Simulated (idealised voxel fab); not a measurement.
You're looking at the process module voxel lift off.
cross-section cut | 175 nm wide | cells 5 nm
A cross-section in this document is a grid of square cells, and it is written down as bands, the top band listed before the ones below it; a band is made up of one or more rows of cells.
Per band: top height and bottom height in nm, followed by the left-to-right materials and their widths in nm; "edge to edge" marks a single material spanning edge to edge, "blank" marks empty space.
Below 0: as-received wafer, all one material; heights counted from there. Lowest band: no bottom, goes on down, written "top 0, no bottom".
The two numbers in a width such as "30->40" mark its ends across the band: the first belongs to the top row of cells, the second to the bottom row, and from each row to the next the width moves by the same amount.
Reading "left unchanged" for a step: not a cell of the cross-section changed in it.
"Voids, sealed" enumerates empty spaces isolated from the top, with no open way to it, that contain at least 8 cells, giving each as width x height at distance from the left edge, all three in nm.
Heads up: the bit after the settings on a step's line is the simulator's remark on that step.
The optional step-line setting "overlay nm" applies to steps with a mask and quantifies how far to the right of its planned location the mask lay, a negative value indicating leftward placement.

## List of planned process steps
1,RECEIVE: material Si
2,CONFORMAL_DEP: material SiO2, thk nm 5
3,PATTERN: tone open, mask id LINES, material resist, width nm 15, pitch nm 40, thk nm 20, overlay nm 0
4,DIRECTIONAL_DEP: material Ru, thk nm 5
5,STRIP: etch materials resist
6,CONFORMAL_DEP: material SiO2, thk nm 10

## Run as planned: first of two wafers

## Wafer cross-section on receipt, i.e. after step 1
  top 0, no bottom: Si edge to edge
  Voids, sealed: none

## The wafer, seen in cross-section, after step 2
  top 5, bottom 0: SiO2 edge to edge
  Under the height 0 nothing was changed.

## The wafer, seen in cross-section, after step 3
  top 25, bottom 5: resist 20 nm | blank 15 nm | resist 25 nm | blank 15 nm | resist 25 nm | blank 15 nm | resist 25 nm | blank 15 nm | resist 20 nm
  Under the height 5 nothing was changed.

## The wafer, seen in cross-section, after step 4
  top 30, bottom 25: Ru 20 nm | blank 15 nm | Ru 25 nm | blank 15 nm | Ru 25 nm | blank 15 nm | Ru 25 nm | blank 15 nm | Ru 20 nm
  top 25, bottom 10: resist 20 nm | blank 15 nm | resist 25 nm | blank 15 nm | resist 25 nm | blank 15 nm | resist 25 nm | blank 15 nm | resist 20 nm
  top 10, bottom 5: resist 20 nm | Ru 15 nm | resist 25 nm | Ru 15 nm | resist 25 nm | Ru 15 nm | resist 25 nm | Ru 15 nm | resist 20 nm
  Under the height 5 nothing was changed.

## The wafer, seen in cross-section, after step 5
  top 10, bottom 5: blank 20 nm | Ru 15 nm | blank 25 nm | Ru 15 nm | blank 25 nm | Ru 15 nm | blank 25 nm | Ru 15 nm | blank 20 nm
  Under the height 5 nothing was changed.

## The wafer, seen in cross-section, after step 6
  top 20, bottom 15: blank 10 nm | SiO2 35 nm | blank 5 nm | SiO2 35 nm | blank 5 nm | SiO2 35 nm | blank 5 nm | SiO2 35 nm | blank 10 nm
  top 15, bottom 10: SiO2 edge to edge
  top 10, bottom 5: SiO2 20 nm | Ru 15 nm | SiO2 25 nm | Ru 15 nm | SiO2 25 nm | Ru 15 nm | SiO2 25 nm | Ru 15 nm | SiO2 20 nm
  Under the height 5 nothing was changed.

## Second wafer, same starting conditions and recipe as the first, one mistake in executing it, nothing differs from the first up to and including step 3

## Second wafer shown in cross-section at the time step 4 was slated to end
  top 30, bottom 25: SiO2 20 nm | blank 15 nm | SiO2 25 nm | blank 15 nm | SiO2 25 nm | blank 15 nm | SiO2 25 nm | blank 15 nm | SiO2 20 nm
  top 25, bottom 10: resist 20 nm | blank 15 nm | resist 25 nm | blank 15 nm | resist 25 nm | blank 15 nm | resist 25 nm | blank 15 nm | resist 20 nm
  top 10, bottom 5: resist 20 nm | SiO2 15 nm | resist 25 nm | SiO2 15 nm | resist 25 nm | SiO2 15 nm | resist 25 nm | SiO2 15 nm | resist 20 nm
  Under the height 5 nothing was changed.

## Second wafer shown in cross-section at the time step 5 was slated to end
  top 10, bottom 5: blank 20 nm | SiO2 15 nm | blank 25 nm | SiO2 15 nm | blank 25 nm | SiO2 15 nm | blank 25 nm | SiO2 15 nm | blank 20 nm
  Under the height 5 nothing was changed.

## Second wafer shown in cross-section at the time step 6 was slated to end
  top 20, bottom 15: blank 10 nm | SiO2 35 nm | blank 5 nm | SiO2 35 nm | blank 5 nm | SiO2 35 nm | blank 5 nm | SiO2 35 nm | blank 10 nm
  top 15, bottom 0: SiO2 edge to edge
  Under the height 0 nothing was changed.
So what did we get wrong on this run? the process deviated at step 4: the operation and settings actually run there were DIRECTIONAL_DEP: material SiO2, thk nm 5
Final difference in cells, second wafer against first, listed per material as more or fewer: 12 fewer of Ru | 12 more of SiO2
